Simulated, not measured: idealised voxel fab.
Process module name: voxel released beams
We display cut, a cross-section 300 nm in width whose square cells are each 5 nm.
Reading order for cross-sections: top band down to bottom band. Underlying form: a grid of square cells. Band size: one or more rows of cells.
First you get the band's top height and its bottom height, in nm, and then the materials it's made of, left to right, with each width in nm. If you see a single material with "everywhere", that one covers the band edge to edge. "blank" is empty space.
Beneath 0, the wafer as received is one material, and that level is where height counting begins. The lowest band goes on downward without a bottom; it is written like "top 0, no bottom".
It should be noted that a width expressed as "30->40" varies in equal increments from row to row of cells within the band, taking the value of the first number at the top row and that of the second number at the bottom row.
Key: "nothing different" - step with no changed cell in the cross-section.
You'll see "Entrapped voids" listing empty spaces that have no way open to the top, as long as they're 8 cells or more; the notation is width x height at distance, where the distance is from the left edge, and all of it is in nm.
That trailing text on a step's line, after the settings, is the simulator's own remark on the step.
overlay nm: right-of-plan distance of the mask on a masked step; negative values mean left-of-plan.
**The steps planned for the process are as follows**
| 1 | RECEIVE with material Si |
| 2 | CONFORMAL_DEP with material SiN, thk nm 5 |
| 3 | DIRECTIONAL_DEP with material SiO2, thk nm 10 |
| 4 | DIRECTIONAL_DEP with material aC, thk nm 10 |
| 5 | PATTERN with tone open, mask id ANCHOR, material resist, width nm 40, thk nm 25, overlay nm 0 |
| 6 | DIRECTIONAL_ETCH with etch materials aC, depth nm 10 |
| 7 | STRIP with etch materials resist |
| 8 | DIRECTIONAL_ETCH with etch materials SiO2, depth nm 10 |
| 9 | STRIP with etch materials aC |
| 10 | CONFORMAL_DEP with material W, thk nm 15 |
| 11 | DIRECTIONAL_DEP with material aC, thk nm 15 |
| 12 | PATTERN with tone cover, mask id BEAM, material resist, width nm 90, thk nm 30, overlay nm 0 |
| 13 | DIRECTIONAL_ETCH with etch materials aC, depth nm 15 |
| 14 | STRIP with etch materials resist |
| 15 | DIRECTIONAL_ETCH with etch materials W, depth nm 15 |
| 16 | STRIP with etch materials aC |
| 17 | STRIP with etch materials SiO2 |
**This is the cross-section of the wafer as we received it, i.e. after step 1**
    top 0, no bottom | Si everywhere
    Entrapped voids: none
**The cross-section shown corresponds to the wafer at the conclusion of the module. The initial structure and the process plan are those presented above; however, one mistake occurred in executing the plan**
    top 30, bottom 20 | blank (100); W (10); blank (10); W (70); blank (110)
    top 20, bottom 15 | blank (100); W (90); blank (110)
    top 15, bottom 5 | blank (95); W (40); blank (165)
    top 5, bottom 0 | SiN everywhere
    top 0, no bottom | Si everywhere
    Entrapped voids: none
What was done differently from what was planned? step 5 ran differently from the plan; actual operation with settings: PATTERN with tone open, mask id ANCHOR, material resist, width nm 40, thk nm 25, overlay nm -10
